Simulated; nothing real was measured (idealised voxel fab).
Process module, titled voxel capacitor over wiring
Square cell edge 5 nm, section width 275 nm, ID cut.
This document writes a cross-section as a grid whose cells are square, and gives it as bands, listed from the top down; one or more rows of cells form a band.
It is stipulated that each band's entry specify, in nanometres, the height of the top of the band and then that of its bottom, followed by the materials of the band in left-to-right sequence, each together with its width in nanometres. A single material marked by the word "full width" is understood to fill the band from edge to edge; the word "empty" is understood to denote empty space.
Height 0 is the level under which the wafer as received is all one material. The lowest band goes on downwards, as in "z 0 and below".
You'd read "30->40" like this: the band's top row of cells is as wide as the first number, its bottom row is as wide as the second, and going down, every row changes width by the same amount as the row before did.
A step reported as "no change occurred" is a step in which no cell of the cross-section changed.
"Sealed void list": empty spaces of 8 cells or more with no open way to the top, each given as width x height at distance, distance from the left edge, all in nm.
On each step's line, the part that comes after the settings is the simulator's own comment on the step.
"overlay nm" on a masked step: distance the mask lay right of its planned place, negative for left.

Process steps foreseen in the plan
| 1 | RECEIVE: material Si |
| 2 | CONFORMAL_DEP: material SiO2, thk nm 15 |
| 3 | DIRECTIONAL_DEP: material TiN, thk nm 5 |
| 4 | DIRECTIONAL_DEP: material W, thk nm 20 |
| 5 | MASKED_ETCH: tone cover, mask id METAL_1, width nm 30, pitch nm 95, etch materials W, depth nm 20, overlay nm 0 |
| 6 | MASKED_ETCH: tone cover, mask id METAL_1, width nm 30, pitch nm 95, etch materials TiN, depth nm 5, overlay nm 0 |
| 7 | CONFORMAL_DEP: material SiCN, thk nm 5 |
| 8 | FILL_DEP: material lowk, thk nm 10 |
| 9 | CMP: height nm 40 |
| 10 | CONFORMAL_DEP: material SiCN, thk nm 5 |
| 11 | DIRECTIONAL_DEP: material SiO2, thk nm 15 |
| 12 | PATTERN: tone open, mask id PLUG_1, material resist, width nm 15, thk nm 20, overlay nm 0 |
| 13 | DIRECTIONAL_ETCH: etch materials SiO2, depth nm 15 |
| 14 | DIRECTIONAL_ETCH: etch materials SiCN, depth nm 5 |
| 15 | STRIP: etch materials resist |
| 16 | CONFORMAL_DEP: material TiN, thk nm 5 |
| 17 | FILL_DEP: material Cu, thk nm 5 |
| 18 | CMP: height nm 60 |
| 19 | DIRECTIONAL_DEP: material TiN, thk nm 5 |
| 20 | DIRECTIONAL_DEP: material Al2O3, thk nm 5 |
| 21 | DIRECTIONAL_DEP: material TiN, thk nm 10 |
| 22 | DIRECTIONAL_DEP: material aC, thk nm 5 |
| 23 | PATTERN: tone cover, mask id UPPER_PLATE, material resist, width nm 70, thk nm 30, overlay nm 0 |
| 24 | DIRECTIONAL_ETCH: etch materials aC, depth nm 10 |
| 25 | STRIP: etch materials resist |
| 26 | DIRECTIONAL_ETCH: etch materials TiN, depth nm 10 |
| 27 | DIRECTIONAL_ETCH: etch materials Al2O3, depth nm 5 |
| 28 | STRIP: etch materials aC |
| 29 | MASKED_ETCH: tone cover, mask id LOWER_PLATE, width nm 80, etch materials TiN, depth nm 5, overlay nm 0 |
| 30 | FILL_DEP: material SiO2, thk nm 20 |
| 31 | CMP: height nm 95 |
| 32 | DIRECTIONAL_DEP: material aC, thk nm 10 |
| 33 | PATTERN: tone open, mask id PLUG_2, material resist, width nm 15, thk nm 30, overlay nm 0 |
| 34 | DIRECTIONAL_ETCH: etch materials aC, depth nm 10 |
| 35 | STRIP: etch materials resist |
| 36 | DIRECTIONAL_ETCH: etch materials SiO2, depth nm 15 |
| 37 | STRIP: etch materials aC |
| 38 | CONFORMAL_DEP: material TiN, thk nm 5 |
| 39 | FILL_DEP: material Ru, thk nm 5 |
| 40 | CMP: height nm 95 |
| 41 | CONFORMAL_DEP: material SiCN, thk nm 5 |
The wafers are alike at the start. At step 22, their thk nm differs. The plan lists the first wafer's value.

The first of several wafers in cross-section, exactly as it reached us after step 1
- z 0 and below | Si full width
- Sealed void list: none

Where each wafer stands at the end of the module, a row apiece: cells of each material gained (+) or lost (-) since it was received, then closed voids
thk nm 5, +14 Al2O3, +3 Cu, +2 Ru, +166 SiCN, +639 SiO2, +72 TiN, +48 W, +156 lowk, Sealed void list: none
thk nm 10, +14 Al2O3, +3 Cu, +2 Ru, +166 SiCN, +639 SiO2, +72 TiN, +48 W, +156 lowk, Sealed void list: none
thk nm 15, +55 Al2O3, +3 Cu, +2 Ru, +166 SiCN, +516 SiO2, +154 TiN, +48 W, +156 lowk, Sealed void list: none
thk nm 20, +55 Al2O3, +3 Cu, +2 Ru, +166 SiCN, +516 SiO2, +154 TiN, +48 W, +156 lowk, Sealed void list: none
thk nm 25, +55 Al2O3, +3 Cu, +2 Ru, +166 SiCN, +516 SiO2, +154 TiN, +48 W, +156 lowk, Sealed void list: none
